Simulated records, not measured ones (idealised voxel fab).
Documented hereafter: the process module known as voxel air gaps.
The cross-section on display is named cut; it measures 250 nm wide, and its cells are 5 nm squares.
Format of a cross-section: grid, square cells. Given as bands. Order: top down. Band: one or more rows of cells.
First you get the band's top height and its bottom height, in nm, and then the materials it's made of, left to right, with each width in nm. If you see a single material with "full width", that one covers the band edge to edge. "air" is empty space.
For the purposes of this specification, 0 denotes the height below which the wafer in its as-received condition is composed wholly of one material, and the lowermost band, lacking a lower limit, extends downward without end, as expressed in "from 0 down".
The two numbers in a width such as "30..40" mark its ends across the band: the first belongs to the top row of cells, the second to the bottom row, and from each row to the next the width moves by the same amount.
"nothing different" after a step means that no cell of the cross-section changed.
For the entry "Sealed void list", the listed items are empty spaces with no open way to the top whose size is 8 cells or more; each item follows the pattern width x height at distance, where distance is from the left edge and all three are in nm.
On a step's line, text after the settings is the simulator commenting on that step.
A step line may carry the setting "overlay nm", which, for steps involving a mask, states the distance by which the mask lay to the right of its intended position; negative values denote displacement to the left.
Structure of the following material. The material consists of pairs of cross-sections. Each pair comprises the cross-section before one process step and the cross-section after that step, the latter shown only down to the lowest band that changed. The step between the cross-sections is specified beneath each pair, including its settings. Pairs are not necessarily consecutive: they may derive from different runs of this module performed on the same starting wafer. Continuity with the pair above is to be assumed only where the entry headed "Prior to processing" of the pair in question states it.

Prior to processing:
	from 60 to 50  55 of air; 35 of Ru; 10 of air; 35 of Ru; 10 of air; 35 of Ru; 70 of air
	from 50 to 20  65 of air; 5 of TiN; 5 of W; 5 of TiN; 30 of air; 5 of TiN; 5 of W; 5 of TiN; 30 of air; 5 of TiN; 5 of W; 5 of TiN; 80 of air
	from 20 to 15  65 of air; 15 of TiN; 30 of air; 15 of TiN; 30 of air; 15 of TiN; 80 of air
	from 15 to 10  SiN full width
	from 10 to 0  SiO2 full width
	from 0 down  Si full width
	Sealed void list: none

Step Result:
	from 65 to 60  50 of air; 135 of SiN; 65 of air
	from 60 to 50  50 of air; 5 of SiN; 35 of Ru; 10 of SiN; 35 of Ru; 10 of SiN; 35 of Ru; 5 of SiN; 65 of air
	from 50 to 45  50 of air; 15 of SiN; 5 of TiN; 5 of W; 5 of TiN; 30 of SiN; 5 of TiN; 5 of W; 5 of TiN; 30 of SiN; 5 of TiN; 5 of W; 5 of TiN; 15 of SiN; 65 of air
	from 45 to 20  60 of air; 5 of SiN; 5 of TiN; 5 of W; 5 of TiN; 5 of SiN; 20 of air; 5 of SiN; 5 of TiN; 5 of W; 5 of TiN; 5 of SiN; 20 of air; 5 of SiN; 5 of TiN; 5 of W; 5 of TiN; 5 of SiN; 75 of air
	from 20 to 15  65 of SiN; 15 of TiN; 30 of SiN; 15 of TiN; 30 of SiN; 15 of TiN; 80 of SiN
	Under 15: no change, same as before.
	Sealed void list: 20 x 25 at 85; 20 x 25 at 130
Intermediate step for the cross-sections above: CONFORMAL_DEP: material SiN, thk nm 5

Prior to processing:
	from 10 to 0  SiO2 full width
	from 0 down  Si full width
	Sealed void list: none

Step Result:
	from 15 to 10  TiN full width
	Under 10: no change, same as before.
	Sealed void list: none
Intermediate step for the cross-sections above: CONFORMAL_DEP: material TiN, thk nm 5

Prior to processing: see the after view in the pair directly above.

Step Result:
	from 50 to 15  SiO2 full width
	Under 15: no change, same as before.
	Sealed void list: none
Intermediate step for the cross-sections above: DIRECTIONAL_DEP: material SiO2, thk nm 35

Prior to processing: see the after view in the pair directly above.

Step Result:
	from 60 to 50  aC full width
	Under 50: no change, same as before.
	Sealed void list: none
Intermediate step for the cross-sections above: DIRECTIONAL_DEP: material aC, thk nm 10

Prior to processing: see the after view in the pair directly above.

Step Result:
	from 85 to 60  70 of resist; 15 of air; 30 of resist; 15 of air; 30 of resist; 15 of air; 75 of resist
	Under 60: no change, same as before.
	Sealed void list: none
Intermediate step for the cross-sections above: PATTERN: tone open, mask id LINES, material resist, width nm 15, pitch nm 45, thk nm 25, overlay nm 0

Prior to processing: see the after view in the pair directly above.

Step Result:
	from 75 to 60  70 of resist; 15 of air; 30 of resist; 15 of air; 30 of resist; 15 of air; 75 of resist
	from 60 to 50  70 of aC; 15 of air; 30 of aC; 15 of air; 30 of aC; 15 of air; 75 of aC
	Under 50: no change, same as before.
	Sealed void list: none
Intermediate step for the cross-sections above: DIRECTIONAL_ETCH: etch materials aC, depth nm 10

Prior to processing: see the after view in the pair directly above.

Step Result:
	from 60 to 50  70 of aC; 15 of air; 30 of aC; 15 of air; 30 of aC; 15 of air; 75 of aC
	Under 50: no change, same as before.
	Sealed void list: none
Intermediate step for the cross-sections above: STRIP: etch materials resist

Prior to processing: see the after view in the pair directly above.

Step Result:
	from 60 to 50  70 of aC; 15 of air; 30 of aC; 15 of air; 30 of aC; 15 of air; 75 of aC
	from 50 to 15  70 of SiO2; 15 of air; 30 of SiO2; 15 of air; 30 of SiO2; 15 of air; 75 of SiO2
	Under 15: no change, same as before.
	Sealed void list: none
Intermediate step for the cross-sections above: DIRECTIONAL_ETCH: etch materials SiO2, depth nm 35

Prior to processing: see the after view in the pair directly above.

Step Result:
	from 50 to 15  70 of SiO2; 15 of air; 30 of SiO2; 15 of air; 30 of SiO2; 15 of air; 75 of SiO2
	Under 15: no change, same as before.
	Sealed void list: none
Intermediate step for the cross-sections above: STRIP: etch materials aC

Prior to processing: see the after view in the pair directly above.

Step Result:
	from 55 to 50  75 of TiN; 5 of air; 40 of TiN; 5 of air; 40 of TiN; 5 of air; 80 of TiN
	from 50 to 20  70 of SiO2; 5 of TiN; 5 of air; 5 of TiN; 30 of SiO2; 5 of TiN; 5 of air; 5 of TiN; 30 of SiO2; 5 of TiN; 5 of air; 5 of TiN; 75 of SiO2
	from 20 to 15  70 of SiO2; 15 of TiN; 30 of SiO2; 15 of TiN; 30 of SiO2; 15 of TiN; 75 of SiO2
	Under 15: no change, same as before.
	Sealed void list: none
Intermediate step for the cross-sections above: CONFORMAL_DEP: material TiN, thk nm 5

Prior to processing: see the after view in the pair directly above.

Step Result:
	from 60 to 55  W full width
	from 55 to 50  75 of TiN; 5 of W; 40 of TiN; 5 of W; 40 of TiN; 5 of W; 80 of TiN
	from 50 to 20  70 of SiO2; 5 of TiN; 5 of W; 5 of TiN; 30 of SiO2; 5 of TiN; 5 of W; 5 of TiN; 30 of SiO2; 5 of TiN; 5 of W; 5 of TiN; 75 of SiO2
	Under 20: no change, same as before.
	Sealed void list: none
Intermediate step for the cross-sections above: FILL_DEP: material W, thk nm 5

Prior to processing: see the after view in the pair directly above.

Step Result:
	from 50 to 20  70 of SiO2; 5 of TiN; 5 of W; 5 of TiN; 30 of SiO2; 5 of TiN; 5 of W; 5 of TiN; 30 of SiO2; 5 of TiN; 5 of W; 5 of TiN; 75 of SiO2
	Under 20: no change, same as before.
	Sealed void list: none
Intermediate step for the cross-sections above: CMP: height nm 50

Prior to processing: see the after view in the pair directly above.

Step Result:
	from 60 to 50  60 of air; 35 of Ru; 10 of air; 35 of Ru; 10 of air; 35 of Ru; 65 of air
	Under 50: no change, same as before.
	Sealed void list: none
Intermediate step for the cross-sections above: EPI: material Ru, thk nm 10

Prior to processing: see the after view in the pair directly above.

Step Result:
	from 60 to 50  60 of air; 35 of Ru; 10 of air; 35 of Ru; 10 of air; 35 of Ru; 65 of air
	from 50 to 20  70 of air; 5 of TiN; 5 of W; 5 of TiN; 30 of air; 5 of TiN; 5 of W; 5 of TiN; 30 of air; 5 of TiN; 5 of W; 5 of TiN; 75 of air
	from 20 to 15  70 of air; 15 of TiN; 30 of air; 15 of TiN; 30 of air; 15 of TiN; 75 of air
	Under 15: no change, same as before.
	Sealed void list: none
Intermediate step for the cross-sections above: SELECTIVE_ETCH: etch materials SiO2, depth nm 45

Prior to processing: see the after view in the pair directly above.

Step Result:
	from 65 to 60  55 of air; 135 of SiN; 60 of air
	from 60 to 50  55 of air; 5 of SiN; 35 of Ru; 10 of SiN; 35 of Ru; 10 of SiN; 35 of Ru; 5 of SiN; 60 of air
	from 50 to 45  55 of air; 15 of SiN; 5 of TiN; 5 of W; 5 of TiN; 30 of SiN; 5 of TiN; 5 of W; 5 of TiN; 30 of SiN; 5 of TiN; 5 of W; 5 of TiN; 15 of SiN; 60 of air
	from 45 to 20  65 of air; 5 of SiN; 5 of TiN; 5 of W; 5 of TiN; 5 of SiN; 20 of air; 5 of SiN; 5 of TiN; 5 of W; 5 of TiN; 5 of SiN; 20 of air; 5 of SiN; 5 of TiN; 5 of W; 5 of TiN; 5 of SiN; 70 of air
	from 20 to 15  70 of SiN; 15 of TiN; 30 of SiN; 15 of TiN; 30 of SiN; 15 of TiN; 75 of SiN
	Under 15: no change, same as before.
	Sealed void list: 20 x 25 at 90; 20 x 25 at 135
Intermediate step for the cross-sections above: CONFORMAL_DEP: material SiN, thk nm 5

Prior to processing:
	from 60 to 50  aC full width
	from 50 to 15  SiO2 full width
	from 15 to 10  SiN full width
	from 10 to 0  SiO2 full width
	from 0 down  Si full width
	Sealed void list: none

Step Result:
	from 85 to 60  70 of air; 15 of resist; 30 of air; 15 of resist; 30 of air; 15 of resist; 75 of air
	Under 60: no change, same as before.
	Sealed void list: none
Intermediate step for the cross-sections above: PATTERN: tone cover, mask id LINES, material resist, width nm 15, pitch nm 45, thk nm 25, overlay nm 0

Prior to processing: see the after view in the pair directly above.

Step Result:
	from 75 to 60  70 of air; 15 of resist; 30 of air; 15 of resist; 30 of air; 15 of resist; 75 of air
	from 60 to 50  70 of air; 15 of aC; 30 of air; 15 of aC; 30 of air; 15 of aC; 75 of air
	Under 50: no change, same as before.
	Sealed void list: none
Intermediate step for the cross-sections above: DIRECTIONAL_ETCH: etch materials aC, depth nm 10

Prior to processing: see the after view in the pair directly above.

Step Result:
	from 60 to 50  70 of air; 15 of aC; 30 of air; 15 of aC; 30 of air; 15 of aC; 75 of air
	Under 50: no change, same as before.
	Sealed void list: none
Intermediate step for the cross-sections above: STRIP: etch materials resist

Prior to processing: see the after view in the pair directly above.

Step Result:
	from 60 to 50  70 of air; 15 of aC; 30 of air; 15 of aC; 30 of air; 15 of aC; 75 of air
	from 50 to 15  70 of air; 15 of SiO2; 30 of air; 15 of SiO2; 30 of air; 15 of SiO2; 75 of air
	Under 15: no change, same as before.
	Sealed void list: none
Intermediate step for the cross-sections above: DIRECTIONAL_ETCH: etch materials SiO2, depth nm 35

Prior to processing: see the after view in the pair directly above.

Step Result:
	from 50 to 15  70 of air; 15 of SiO2; 30 of air; 15 of SiO2; 30 of air; 15 of SiO2; 75 of air
	Under 15: no change, same as before.
	Sealed void list: none
Intermediate step for the cross-sections above: STRIP: etch materials aC

Prior to processing: see the after view in the pair directly above.

Step Result:
	from 55 to 50  65 of air; 25 of TiN; 20 of air; 25 of TiN; 20 of air; 25 of TiN; 70 of air
	from 50 to 20  65 of air; 5 of TiN; 15 of SiO2; 5 of TiN; 20 of air; 5 of TiN; 15 of SiO2; 5 of TiN; 20 of air; 5 of TiN; 15 of SiO2; 5 of TiN; 70 of air
	from 20 to 15  70 of TiN; 15 of SiO2; 30 of TiN; 15 of SiO2; 30 of TiN; 15 of SiO2; 75 of TiN
	Under 15: no change, same as before.
	Sealed void list: none
Intermediate step for the cross-sections above: CONFORMAL_DEP: material TiN, thk nm 5

Prior to processing: see the after view in the pair directly above.

Step Result:
	from 60 to 55  W full width
	from 55 to 50  65 of W; 25 of TiN; 20 of W; 25 of TiN; 20 of W; 25 of TiN; 70 of W
	from 50 to 20  65 of W; 5 of TiN; 15 of SiO2; 5 of TiN; 20 of W; 5 of TiN; 15 of SiO2; 5 of TiN; 20 of W; 5 of TiN; 15 of SiO2; 5 of TiN; 70 of W
	Under 20: no change, same as before.
	Sealed void list: none
Intermediate step for the cross-sections above: FILL_DEP: material W, thk nm 5

Prior to processing: see the after view in the pair directly above.

Step Result:
	from 50 to 20  65 of W; 5 of TiN; 15 of SiO2; 5 of TiN; 20 of W; 5 of TiN; 15 of SiO2; 5 of TiN; 20 of W; 5 of TiN; 15 of SiO2; 5 of TiN; 70 of W
	Under 20: no change, same as before.
	Sealed void list: none
Intermediate step for the cross-sections above: CMP: height nm 50

Prior to processing: see the after view in the pair directly above.

Step Result:
	from 60 to 50  Ru full width
	Under 50: no change, same as before.
	Sealed void list: none
Intermediate step for the cross-sections above: EPI: material Ru, thk nm 10

Prior to processing: see the after view in the pair directly above.

Step Result:
	from 65 to 60  SiN full width
	Under 60: no change, same as before.
	Sealed void list: none
Intermediate step for the cross-sections above: CONFORMAL_DEP: material SiN, thk nm 5
